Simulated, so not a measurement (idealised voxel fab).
Process module under the name voxel lift off
Cross-sectional view cut (width: 165 nm; square cell size: 5 nm).
Throughout this document, each cross-section is represented as a grid of square cells and is presented as a sequence of bands enumerated from the top downward, where a band comprises one or more rows of cells. Band: top height; bottom height; in nm. Then, left to right: material with width in nm, for each material. "edge to edge": a single material spanning edge to edge. "blank": empty space. Basically, 0 is our baseline, since under it the wafer straight out of the box is all one material. The bottom band has no lower end and keeps on going down, so it looks like "0 -> down". When a width is written as two numbers, as in "30..40", the first number is the width in the top row of cells of the band and the second is the width in its bottom row, and the width changes by the same amount from each row to the next. Key: "all unchanged" - step with no changed cell in the cross-section. Look at "Fully sealed voids" for the closed voids: empty spaces with no open path to the top, sized 8 cells or up. Each is width x height at distance, distance from the left edge, all nm. Post-settings text on a step line: simulator's own remark regarding the step. overlay nm: on a step with a mask, how far right of its planned place the mask lay; negative means left.

Set out below are the planned steps of the process
step 1: RECEIVE: material Si
step 2: CONFORMAL_DEP: material SiO2, thk nm 15
step 3: PATTERN: tone open, mask id LINES, material resist, width nm 30, pitch nm 45, thk nm 25, overlay nm 0
step 4: DIRECTIONAL_DEP: material Ru, thk nm 10
step 5: STRIP: etch materials resist
step 6: CONFORMAL_DEP: material SiO2, thk nm 10

Delivered wafer in cross-section: state after step 1
* 0 -> down = Si edge to edge
* Fully sealed voids: none

Here's the cross-section of the first of our two wafers at the end of the module - it ran as planned
* 35 -> 25 = blank 10 nm  SiO2 140 nm  blank 15 nm
* 25 -> 15 = SiO2 20 nm  Ru 30 nm  SiO2 15 nm  Ru 30 nm  SiO2 15 nm  Ru 30 nm  SiO2 25 nm
* 15 -> 0 = SiO2 edge to edge
* 0 -> down = Si edge to edge
* Fully sealed voids: none

Cross-section, wafer two of two, end of module: same start and plan as wafer one, one error in execution
* 50 -> 40 = blank 10 nm  SiO2 140 nm  blank 15 nm
* 40 -> 30 = SiO2 20 nm  Ru 30 nm  SiO2 15 nm  Ru 30 nm  SiO2 15 nm  Ru 30 nm  SiO2 25 nm
* 30 -> 0 = SiO2 edge to edge
* 0 -> down = Si edge to edge
* Fully sealed voids: none
Processing error: step 2 of the plan was carried out twice
Per the end-of-run cell counts, the second wafer holds more or fewer of some materials than the first: 99 more of SiO2
